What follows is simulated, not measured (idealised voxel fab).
process module | voxel spacer lines
cross-section cut | 195 nm wide | cells 5 nm
A cross-section is a grid of square cells, given in bands from the top down. A band is one or more rows of cells.
Each band's line starts with the height of the band's top and of its bottom, in nm. Then come its materials from left to right, each with its width in nm. One material with "throughout" fills the band from edge to edge. "air" is empty space.
Height 0 is the level under which the wafer as received is all one material. The lowest band goes on downwards, as in "0 down".
A width such as "30 to 40" changes by the same amount from each row of cells to the next, from the band's top row to its bottom row.
"no change" after a step means that no cell of the cross-section changed.
closed voids: empty space of 8 cells or more with no open way to the top, each as width x height at its distance from the left edge, in nm
after a step's settings: what the simulator itself notes on the step
overlay nm, on a step with a mask: how far to the right of its planned place the mask lay; to the left if negative
plan
1 op RECEIVE | material Si
2 op CONFORMAL_DEP | material Al2O3 | thk nm 10
3 op DIRECTIONAL_DEP | material W | thk nm 15
4 op DIRECTIONAL_DEP | material polySi | thk nm 25
5 op PATTERN | tone cover | mask id MANDREL | material resist | width nm 20 | pitch nm 60 | thk nm 30 | overlay nm 0
6 op DIRECTIONAL_ETCH | etch materials polySi | depth nm 25
7 op STRIP | etch materials resist
8 op CONFORMAL_DEP | material SiO2 | thk nm 10
9 op DIRECTIONAL_ETCH | etch materials SiO2 | depth nm 10
10 op STRIP | etch materials polySi
11 op DIRECTIONAL_ETCH | etch materials W | depth nm 15
12 op STRIP | etch materials SiO2
as received, after step 1
  0 down: Si throughout
  closed voids: none
first wafer at the end, as planned
  25 to 10: air 15 | W 10 | air 20 | W 10 | air 20 | W 10 | air 20 | W 10 | air 20 | W 10 | air 20 | W 10 | air 20
  10 to 0: Al2O3 throughout
  0 down: Si throughout
  closed voids: none
second wafer at the end: like start, like plan, one mistake
  50 to 45: air 25 | polySi 20 | air 40 | polySi 20 | air 40 | polySi 20 | air 30
  45 to 25: air 15 | W 10 | polySi 20 | W 10 | air 20 | W 10 | polySi 20 | W 10 | air 20 | W 10 | polySi 20 | W 10 | air 20
  25 to 20: air 15 | W 40 | air 20 | W 40 | air 20 | W 40 | air 20
  20 to 10: W throughout
  10 to 0: Al2O3 throughout
  0 down: Si throughout
  closed voids: none
what went wrong: step 8 ran as: op CONFORMAL_DEP | material W | thk nm 10
at the end the second wafer has, in cells: 114 more of W | 60 more of polySi
